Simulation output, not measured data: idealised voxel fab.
process module | voxel released beams
cross-section cut | 250 nm wide | cells 5 nm
A cross-section is a grid of square cells, given in bands from the top down. A band is one or more rows of cells.
Each band's line starts with the height of the band's top and of its bottom, in nm. Then come its materials from left to right, each with its width in nm. One material with "throughout" fills the band from edge to edge. "air" is empty space.
Height 0 is the level under which the wafer as received is all one material. The lowest band goes on downwards, as in "0 down".
A width such as "30 to 40" changes by the same amount from each row of cells to the next, from the band's top row to its bottom row.
"no change" after a step means that no cell of the cross-section changed.
closed voids: empty space of 8 cells or more with no open way to the top, each as width x height at its distance from the left edge, in nm
after a step's settings: what the simulator itself notes on the step
overlay nm, on a step with a mask: how far to the right of its planned place the mask lay; to the left if negative
plan
1 op RECEIVE | material Si
2 op CONFORMAL_DEP | material Al2O3 | thk nm 10
3 op DIRECTIONAL_DEP | material SiO2 | thk nm 20
4 op DIRECTIONAL_DEP | material aC | thk nm 15
5 op PATTERN | tone open | mask id ANCHOR | material resist | width nm 25 | thk nm 30 | overlay nm 0
6 op DIRECTIONAL_ETCH | etch materials aC | depth nm 15
7 op STRIP | etch materials resist
8 op DIRECTIONAL_ETCH | etch materials SiO2 | depth nm 20
9 op STRIP | etch materials aC
10 op CONFORMAL_DEP | material SiN | thk nm 10
11 op PATTERN | tone cover | mask id BEAM | material resist | width nm 70 | thk nm 15 | overlay nm 0
12 op DIRECTIONAL_ETCH | etch materials SiN | depth nm 10
13 op STRIP | etch materials resist
14 op STRIP | etch materials SiO2
first wafer, as planned
as received, after step 1
  0 down: Si throughout
  closed voids: none
after step 2
  10 to 0: Al2O3 throughout
  below 0: unchanged
after step 3
  30 to 10: SiO2 throughout
  below 10: unchanged
after step 4
  45 to 30: aC throughout
  below 30: unchanged
after step 5
  75 to 45: resist 90 | air 25 | resist 135
  below 45: unchanged
after step 6
  60 to 45: resist 90 | air 25 | resist 135
  45 to 30: aC 90 | air 25 | aC 135
  below 30: unchanged
after step 7
  45 to 30: aC 90 | air 25 | aC 135
  below 30: unchanged
after step 8
  45 to 30: aC 90 | air 25 | aC 135
  30 to 10: SiO2 90 | air 25 | SiO2 135
  below 10: unchanged
after step 9
  30 to 10: SiO2 90 | air 25 | SiO2 135
  below 10: unchanged
after step 10
  40 to 30: SiN 100 | air 5 | SiN 145
  30 to 20: SiO2 90 | SiN 10 | air 5 | SiN 10 | SiO2 135
  20 to 10: SiO2 90 | SiN 25 | SiO2 135
  below 10: unchanged
after step 11
  55 to 40: air 85 | resist 70 | air 95
  40 to 30: SiN 100 | resist 5 | SiN 145
  30 to 20: SiO2 90 | SiN 10 | resist 5 | SiN 10 | SiO2 135
  below 20: unchanged
after step 12
  55 to 40: air 85 | resist 70 | air 95
  40 to 30: air 85 | SiN 15 | resist 5 | SiN 50 | air 95
  below 30: unchanged
after step 13
  40 to 30: air 85 | SiN 15 | air 5 | SiN 50 | air 95
  30 to 20: SiO2 90 | SiN 10 | air 5 | SiN 10 | SiO2 135
  below 20: unchanged
after step 14
  40 to 30: air 85 | SiN 15 | air 5 | SiN 50 | air 95
  30 to 20: air 90 | SiN 10 | air 5 | SiN 10 | air 135
  20 to 10: air 90 | SiN 25 | air 135
  below 10: unchanged
second wafer: like start, like plan, one mistake. Through step 1 it matches the first wafer
when step 2 should have ended
  10 to 0: SiO2 throughout
  below 0: unchanged
when step 3 should have ended
  30 to 0: SiO2 throughout
  below 0: unchanged
when step 4 should have ended
  45 to 30: aC throughout
  below 30: unchanged
when step 5 should have ended
  75 to 45: resist 90 | air 25 | resist 135
  below 45: unchanged
when step 6 should have ended
  60 to 45: resist 90 | air 25 | resist 135
  45 to 30: aC 90 | air 25 | aC 135
  below 30: unchanged
when step 7 should have ended
  45 to 30: aC 90 | air 25 | aC 135
  below 30: unchanged
when step 8 should have ended
  45 to 30: aC 90 | air 25 | aC 135
  30 to 10: SiO2 90 | air 25 | SiO2 135
  below 10: unchanged
when step 9 should have ended
  30 to 10: SiO2 90 | air 25 | SiO2 135
  below 10: unchanged
when step 10 should have ended
  40 to 30: SiN 100 | air 5 | SiN 145
  30 to 20: SiO2 90 | SiN 10 | air 5 | SiN 10 | SiO2 135
  20 to 10: SiO2 90 | SiN 25 | SiO2 135
  below 10: unchanged
when step 11 should have ended
  55 to 40: air 85 | resist 70 | air 95
  40 to 30: SiN 100 | resist 5 | SiN 145
  30 to 20: SiO2 90 | SiN 10 | resist 5 | SiN 10 | SiO2 135
  below 20: unchanged
when step 12 should have ended
  55 to 40: air 85 | resist 70 | air 95
  40 to 30: air 85 | SiN 15 | resist 5 | SiN 50 | air 95
  below 30: unchanged
when step 13 should have ended
  40 to 30: air 85 | SiN 15 | air 5 | SiN 50 | air 95
  30 to 20: SiO2 90 | SiN 10 | air 5 | SiN 10 | SiO2 135
  below 20: unchanged
when step 14 should have ended
  0 down: Si throughout
what went wrong: step 2 ran as: op CONFORMAL_DEP | material SiO2 | thk nm 10
at the end the second wafer has, in cells: 100 fewer of Al2O3 | 44 fewer of SiN
